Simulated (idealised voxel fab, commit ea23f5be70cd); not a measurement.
Module name: voxel ribs on slabs (process module)
The width of the displayed cross-section, cut, is 185 nm; its cells are square, with a size of 5 nm.
Cross-section layout: square cells on a grid; listed as bands, top to bottom; a band spans one or more cell rows. Band entry format. Leading values: height of top, height of bottom, nm. Remainder: materials in left-to-right order, each with its width in nm. Special words: "throughout" on a single material, which then fills the band edge to edge; "empty", empty space. Where do heights start? At 0: under that level the wafer as delivered is made of one material only. And the lowest band has no floor; it just carries on downward, as in "0 -> down". A width such as "30->40" changes by the same amount from each row of cells to the next, from the band's top row to its bottom row. "no alteration" (step): cross-section cells unchanged, all of them. In the "closed voids" entry, you get each enclosed empty space of 8 cells or more, one with no open way to the top, written width x height at distance, distance from the left edge, in nm. Formally, on a step line, whatever follows the settings is a remark that the simulator itself makes on the step. overlay nm: right-of-plan distance of the mask on a masked step; negative values mean left-of-plan.

Process steps (planned)
1,RECEIVE,material Si
2,DIRECTIONAL_DEP,material SiO2,thk nm 20
3,DIRECTIONAL_DEP,material SiN,thk nm 15
4,PATTERN,tone cover,mask id RIB,material resist,width nm 15,thk nm 20,overlay nm 0
5,DIRECTIONAL_ETCH,etch materials SiN,depth nm 5
6,STRIP,etch materials resist
7,DIRECTIONAL_DEP,material aC,thk nm 10
8,PATTERN,tone cover,mask id SLAB,material resist,width nm 65,thk nm 30,overlay nm 0
9,DIRECTIONAL_ETCH,etch materials aC,depth nm 10
10,STRIP,etch materials resist
11,DIRECTIONAL_ETCH,etch materials SiN,depth nm 10
12,STRIP,etch materials aC
13,FILL_DEP,material SiO2,thk nm 20
14,CMP,height nm 50
15,DIRECTIONAL_DEP,material TiN,thk nm 5
16,DIRECTIONAL_DEP,material aC,thk nm 15
17,PATTERN,tone cover,mask id HEATER,material resist,width nm 25,thk nm 30,overlay nm 0
18,DIRECTIONAL_ETCH,etch materials aC,depth nm 15
19,STRIP,etch materials resist
20,DIRECTIONAL_ETCH,etch materials TiN,depth nm 5
21,STRIP,etch materials aC
22,CONFORMAL_DEP,material SiO2,thk nm 5

Received-state cross-section, reflecting completion of step 1
    0 -> down | Si throughout
    closed voids: none

Post-module cross-section of the first of two wafers (run per plan)
    60 -> 55 | empty 75 nm / SiO2 35 nm / empty 75 nm
    55 -> 50 | SiO2 80 nm / TiN 25 nm / SiO2 80 nm
    50 -> 35 | SiO2 throughout
    35 -> 30 | SiO2 85 nm / SiN 15 nm / SiO2 85 nm
    30 -> 20 | SiO2 60 nm / SiN 65 nm / SiO2 60 nm
    20 -> 0 | SiO2 throughout
    0 -> down | Si throughout
    closed voids: none

Cross-sectional view of the second of two wafers upon completion of the module. This wafer shared its starting condition and process plan with the first; one error was made during its execution
    60 -> 55 | empty 75 nm / SiO2 35 nm / empty 75 nm
    55 -> 50 | SiO2 80 nm / TiN 25 nm / SiO2 80 nm
    50 -> 30 | SiO2 throughout
    30 -> 25 | SiO2 60 nm / SiN 25 nm / SiO2 15 nm / SiN 25 nm / SiO2 60 nm
    25 -> 20 | SiO2 60 nm / SiN 65 nm / SiO2 60 nm
    20 -> 0 | SiO2 throughout
    0 -> down | Si throughout
    closed voids: none
Nonconformance to the process plan: transposition of steps 6 and 7 relative to the planned sequence
Materials where the second wafer ends with more or fewer cells than the first: 6 fewer of SiN | 6 more of SiO2
